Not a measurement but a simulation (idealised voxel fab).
Module name: voxel transistor to metal (process module)
It is cross-section cut that appears here, measuring 290 nm in width, its square cells being 5 nm in size.
If you're reading a cross-section in this doc, picture square cells in a grid; it comes to you as bands, top ones listed first down to the bottom, and a band can be one or more rows of cells.
Basically the band line says how high the top is and how high the bottom is, in nm, and then what's in it from left to right, every material with its width in nm. Empty space shows up as "empty", and if a single material carries "everywhere" it runs the full band edge to edge.
It should be noted that heights are counted from 0, beneath which the wafer as supplied is of one material throughout, and that the lowest band possesses no lower boundary but continues downward, as written in "from 0 down".
When a width is written as two numbers, as in "30 to 40", the first number is the width in the top row of cells of the band and the second is the width in its bottom row, and the width changes by the same amount from each row to the next.
For the purposes of this document, the phrase "changes: none" attached to a step denotes that no cell within the cross-section was modified by that step.
The label "Closed-off voids" introduces a list of the empty spaces, 8 cells or larger, that have no open way up to the top; each entry in it reads width x height at distance, where the distance is taken from the left edge and all three are stated in nm.
The remark found on a step's line after its settings is issued by the simulator itself and pertains to that step.
overlay nm: mask offset rightward from planned place, masked step; negative means leftward offset.

These are the steps we planned for the process
- 1: RECEIVE: material Si
- 2: OXIDIZE: depth nm 5
- 3: CONFORMAL_DEP: material SiN, thk nm 15
- 4: DIRECTIONAL_DEP: material aC, thk nm 15
- 5: PATTERN: tone cover, mask id ACTIVE, material resist, width nm 105, pitch nm 125, thk nm 30, overlay nm 0
- 6: DIRECTIONAL_ETCH: etch materials aC, depth nm 15
- 7: STRIP: etch materials resist
- 8: DIRECTIONAL_ETCH: etch materials SiN, depth nm 15
- 9: DIRECTIONAL_ETCH: etch materials SiO2, depth nm 5
- 10: DIRECTIONAL_ETCH: etch materials Si, depth nm 25
- 11: STRIP: etch materials aC
- 12: OXIDIZE: depth nm 5
- 13: FILL_DEP: material SiO2, thk nm 10
- 14: CMP: height nm 15
- 15: SELECTIVE_ETCH: etch materials SiO2, depth nm 15
- 16: STRIP: etch materials SiN
- 17: SELECTIVE_ETCH: etch materials SiO2, depth nm 5
- 18: OXIDIZE: depth nm 5
- 19: DIRECTIONAL_DEP: material polySi, thk nm 20
- 20: DIRECTIONAL_DEP: material SiCN, thk nm 10
- 21: MASKED_ETCH: tone cover, mask id GATE, width nm 25, pitch nm 125, etch materials SiCN, depth nm 20, overlay nm 0
- 22: MASKED_ETCH: tone cover, mask id GATE, width nm 25, pitch nm 125, etch materials polySi, depth nm 30, overlay nm 0
- 23: CONFORMAL_DEP: material SiO2, thk nm 5
- 24: DIRECTIONAL_ETCH: etch materials SiO2, depth nm 5
- 25: CONFORMAL_DEP: material SiN, thk nm 10
- 26: DIRECTIONAL_ETCH: etch materials SiN, depth nm 10
- 27: DIRECTIONAL_ETCH: etch materials SiO2, depth nm 5
- 28: DIRECTIONAL_ETCH: etch materials Si, depth nm 15
- 29: EPI: material nSi, thk nm 20
- 30: FILL_DEP: material SiO2, thk nm 10
- 31: CMP: height nm 25
- 32: DIRECTIONAL_DEP: material SiO2, thk nm 15
- 33: MASKED_ETCH: tone open, mask id CONTACT, width nm 20, etch materials SiO2, depth nm 30, overlay nm 0
- 34: CONFORMAL_DEP: material TiN, thk nm 5
- 35: FILL_DEP: material Ru, thk nm 5
- 36: CMP: height nm 40
- 37: CONFORMAL_DEP: material SiCN, thk nm 5
- 38: DIRECTIONAL_DEP: material SiO2, thk nm 15
- 39: DIRECTIONAL_DEP: material aC, thk nm 10
- 40: PATTERN: tone open, mask id METAL_1, material resist, width nm 20, thk nm 30, overlay nm 0
- 41: DIRECTIONAL_ETCH: etch materials aC, depth nm 10
- 42: STRIP: etch materials resist
- 43: DIRECTIONAL_ETCH: etch materials SiO2, depth nm 25
- 44: DIRECTIONAL_ETCH: etch materials SiCN, depth nm 5
- 45: STRIP: etch materials aC
- 46: CONFORMAL_DEP: material TiN, thk nm 5
- 47: FILL_DEP: material Cu, thk nm 10
- 48: CMP: height nm 70
- 49: CONFORMAL_DEP: material SiCN, thk nm 5
- 50: DIRECTIONAL_DEP: material SiO2, thk nm 25
- 51: PATTERN: tone open, mask id METAL_2, material resist, width nm 20, pitch nm 125, thk nm 20, overlay nm 0
- 52: DIRECTIONAL_ETCH: etch materials SiO2, depth nm 15
- 53: STRIP: etch materials resist
- 54: DIRECTIONAL_DEP: material aC, thk nm 15
- 55: PATTERN: tone open, mask id METAL_2_HOLES, material resist, width nm 15, pitch nm 125, thk nm 30, overlay nm 0
- 56: DIRECTIONAL_ETCH: etch materials aC, depth nm 15
- 57: STRIP: etch materials resist
- 58: DIRECTIONAL_ETCH: etch materials SiO2, depth nm 10
- 59: DIRECTIONAL_ETCH: etch materials SiCN, depth nm 5
- 60: STRIP: etch materials aC
- 61: CONFORMAL_DEP: material TiN, thk nm 5
- 62: FILL_DEP: material Ru, thk nm 10
- 63: CMP: height nm 100
- 64: CONFORMAL_DEP: material SiCN, thk nm 5
The wafers are alike at the start. At step 38, their thk nm differs. The plan lists the first wafer's value.

Cross-section of the first of several wafers as received (after step 1)
  from 0 down  Si everywhere
  Closed-off voids: none

Post step 64, the closing step of the module: first of several wafers, cross-sectioned
  from 105 to 100  SiCN everywhere
  from 100 to 90  SiO2 35 / TiN 5 / Ru 10 / TiN 5 / SiO2 105 / TiN 5 / Ru 10 / TiN 5 / SiO2 110
  from 90 to 85  SiO2 35 / TiN 5 / Ru 5 / TiN 10 / SiO2 105 / TiN 5 / Ru 5 / TiN 10 / SiO2 110
  from 85 to 75  SiO2 35 / TiN 5 / Ru 5 / TiN 5 / SiO2 110 / TiN 5 / Ru 5 / TiN 5 / SiO2 115
  from 75 to 70  SiCN 35 / TiN 15 / SiCN 110 / TiN 15 / SiCN 115
  from 70 to 65  Cu everywhere
  from 65 to 60  TiN 40 / Cu 10 / TiN 65 / Cu 10 / TiN 40 / Cu 10 / TiN 65 / Cu 10 / TiN 40
  from 60 to 45  SiO2 35 / TiN 5 / Cu 10 / TiN 5 / SiO2 55 / TiN 5 / Cu 10 / TiN 5 / SiO2 30 / TiN 5 / Cu 10 / TiN 5 / SiO2 55 / TiN 5 / Cu 10 / TiN 5 / SiO2 35
  from 45 to 40  SiCN 35 / TiN 20 / SiCN 55 / TiN 20 / SiCN 30 / TiN 20 / SiCN 55 / TiN 20 / SiCN 35
  from 40 to 25  SiO2 35 / TiN 5 / Ru 10 / TiN 5 / SiO2 55 / TiN 5 / Ru 10 / TiN 5 / SiO2 30 / TiN 5 / Ru 10 / TiN 5 / SiO2 55 / TiN 5 / Ru 10 / TiN 5 / SiO2 35
  from 25 to 15  SiO2 35 / TiN 5 / Ru 10 / TiN 5 / SiN 10 / SiO2 5 / SiCN 25 / SiO2 5 / SiN 10 / TiN 5 / Ru 10 / TiN 5 / SiO2 30 / TiN 5 / Ru 10 / TiN 5 / SiN 10 / SiO2 5 / SiCN 25 / SiO2 5 / SiN 10 / TiN 5 / Ru 10 / TiN 5 / SiO2 35
  from 15 to 10  SiO2 35 / TiN 20 / SiN 10 / SiO2 5 / polySi 25 / SiO2 5 / SiN 10 / TiN 20 / SiO2 30 / TiN 20 / SiN 10 / SiO2 5 / polySi 25 / SiO2 5 / SiN 10 / TiN 20 / SiO2 35
  from 10 to -5  SiO2 35 / nSi 20 / SiN 10 / SiO2 5 / polySi 25 / SiO2 5 / SiN 10 / nSi 20 / SiO2 30 / nSi 20 / SiN 10 / SiO2 5 / polySi 25 / SiO2 5 / SiN 10 / nSi 20 / SiO2 35
  from -5 to -10  SiO2 30 / nSi 25 / SiO2 55 / nSi 25 / SiO2 20 / nSi 25 / SiO2 55 / nSi 25 / SiO2 30
  from -10 to -25  SiO2 35 / nSi 20 / Si 55 / nSi 20 / SiO2 30 / nSi 20 / Si 55 / nSi 20 / SiO2 35
  from -25 to -35  SiO2 35 / Si 95 / SiO2 30 / Si 95 / SiO2 35
  from -35 down  Si everywhere
  Closed-off voids: none

The module's end: a cross-section of the last wafer
  from 105 to 100  SiCN everywhere
  from 100 to 90  SiO2 35 / TiN 5 / Ru 10 / TiN 5 / SiO2 105 / TiN 5 / Ru 10 / TiN 5 / SiO2 110
  from 90 to 85  SiO2 35 / TiN 5 / Ru 5 / TiN 10 / SiO2 105 / TiN 5 / Ru 5 / TiN 10 / SiO2 110
  from 85 to 75  SiO2 35 / TiN 5 / Ru 5 / TiN 5 / SiO2 110 / TiN 5 / Ru 5 / TiN 5 / SiO2 115
  from 75 to 70  SiCN 35 / TiN 15 / SiCN 110 / TiN 15 / SiCN 115
  from 70 to 65  SiO2 35 / TiN 5 / Cu 10 / TiN 5 / SiO2 55 / TiN 5 / Cu 10 / TiN 5 / SiO2 30 / TiN 5 / Cu 10 / TiN 5 / SiO2 55 / TiN 5 / Cu 10 / TiN 5 / SiO2 35
  from 65 to 60  SiO2 35 / TiN 20 / SiO2 55 / TiN 20 / SiO2 30 / TiN 20 / SiO2 55 / TiN 20 / SiO2 35
  from 60 to 45  SiO2 everywhere
  from 45 to 40  SiCN everywhere
  from 40 to 25  SiO2 35 / TiN 5 / Ru 10 / TiN 5 / SiO2 55 / TiN 5 / Ru 10 / TiN 5 / SiO2 30 / TiN 5 / Ru 10 / TiN 5 / SiO2 55 / TiN 5 / Ru 10 / TiN 5 / SiO2 35
  from 25 to 15  SiO2 35 / TiN 5 / Ru 10 / TiN 5 / SiN 10 / SiO2 5 / SiCN 25 / SiO2 5 / SiN 10 / TiN 5 / Ru 10 / TiN 5 / SiO2 30 / TiN 5 / Ru 10 / TiN 5 / SiN 10 / SiO2 5 / SiCN 25 / SiO2 5 / SiN 10 / TiN 5 / Ru 10 / TiN 5 / SiO2 35
  from 15 to 10  SiO2 35 / TiN 20 / SiN 10 / SiO2 5 / polySi 25 / SiO2 5 / SiN 10 / TiN 20 / SiO2 30 / TiN 20 / SiN 10 / SiO2 5 / polySi 25 / SiO2 5 / SiN 10 / TiN 20 / SiO2 35
  from 10 to -5  SiO2 35 / nSi 20 / SiN 10 / SiO2 5 / polySi 25 / SiO2 5 / SiN 10 / nSi 20 / SiO2 30 / nSi 20 / SiN 10 / SiO2 5 / polySi 25 / SiO2 5 / SiN 10 / nSi 20 / SiO2 35
  from -5 to -10  SiO2 30 / nSi 25 / SiO2 55 / nSi 25 / SiO2 20 / nSi 25 / SiO2 55 / nSi 25 / SiO2 30
  from -10 to -25  SiO2 35 / nSi 20 / Si 55 / nSi 20 / SiO2 30 / nSi 20 / Si 55 / nSi 20 / SiO2 35
  from -25 to -35  SiO2 35 / Si 95 / SiO2 30 / Si 95 / SiO2 35
  from -35 down  Si everywhere
  Closed-off voids: none

Below: a row per wafer. Contents at end of module: for every material, cells gained since receipt (+) or lost since receipt (-); then closed voids
thk nm 15 | +90 Cu | +54 Ru | -264 Si | +172 SiCN | +48 SiN | +788 SiO2 | +174 TiN | +116 nSi | +40 polySi | Closed-off voids: none
thk nm 20 | +40 Cu | +54 Ru | -264 Si | +172 SiCN | +48 SiN | +830 SiO2 | +182 TiN | +116 nSi | +40 polySi | Closed-off voids: none
thk nm 25 | +40 Cu | +54 Ru | -264 Si | +172 SiCN | +48 SiN | +872 SiO2 | +140 TiN | +116 nSi | +40 polySi | Closed-off voids: none
thk nm 30 | +24 Cu | +54 Ru | -264 Si | +188 SiCN | +48 SiN | +888 SiO2 | +124 TiN | +116 nSi | +40 polySi | Closed-off voids: none
thk nm 35 | +16 Cu | +54 Ru | -264 Si | +188 SiCN | +48 SiN | +904 SiO2 | +116 TiN | +116 nSi | +40 polySi | Closed-off voids: none
thk nm 40 | +8 Cu | +54 Ru | -264 Si | +188 SiCN | +48 SiN | +920 SiO2 | +108 TiN | +116 nSi | +40 polySi | Closed-off voids: none
